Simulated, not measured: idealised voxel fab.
The document below concerns the process module designated voxel tone inversion.
Pictured: cross-section cut, 175 nm wide, on a grid of 5 nm square cells.
A cross-section is a grid of square cells, given in bands from the top down. A band is one or more rows of cells.
Look at the band entry: it leads with the top's height and the bottom's height in nm. Then it lists the materials left to right, with a width in nm for each. The word "everywhere" on a single material says that material fills the band edge to edge. The word "air" is empty space.
Basically, 0 is our baseline, since under it the wafer straight out of the box is all one material. The bottom band has no lower end and keeps on going down, so it looks like "0 -> down".
A width such as "30 to 40" changes by the same amount from each row of cells to the next, from the band's top row to its bottom row.
"no alterations made" -> step changed no cross-section cell.
"Enclosed void listing": empty spaces of 8 cells or more with no open way to the top, each given as width x height at distance, distance from the left edge, all in nm.
after a step's settings: what the simulator itself notes on the step
overlay nm: step with mask; distance mask lay right of planned place; negative value = left of planned place.
Listed below are the process steps as planned
| 1 | RECEIVE | material Si |
| 2 | CONFORMAL_DEP | material SiN | thk nm 5 |
| 3 | DIRECTIONAL_DEP | material aC | thk nm 15 |
| 4 | PATTERN | tone cover | mask id POSTS | material resist | width nm 25 | pitch nm 55 | thk nm 20 | overlay nm 0 |
| 5 | DIRECTIONAL_ETCH | etch materials aC | depth nm 15 |
| 6 | STRIP | etch materials resist |
| 7 | FILL_DEP | material lowk | thk nm 5 |
| 8 | CMP | height nm 20 |
| 9 | STRIP | etch materials aC |
| 10 | CONFORMAL_DEP | material TiN | thk nm 5 |
| 11 | FILL_DEP | material Ru | thk nm 5 |
| 12 | CMP | height nm 20 |
| 13 | CONFORMAL_DEP | material SiCN | thk nm 5 |
Cross-section: wafer on arrival = after step 1
0 -> down  Si everywhere
Enclosed void listing: none
Starting wafer: above. Plan: above. Run: one mistake. Cross-section after the module: below
25 -> 20  SiCN everywhere
20 -> 5  Ru everywhere
5 -> 0  SiN everywhere
0 -> down  Si everywhere
Enclosed void listing: none
Deviation noted in wafer processing: rather than as planned, step 3 actually ran as DIRECTIONAL_DEP | material Ru | thk nm 15
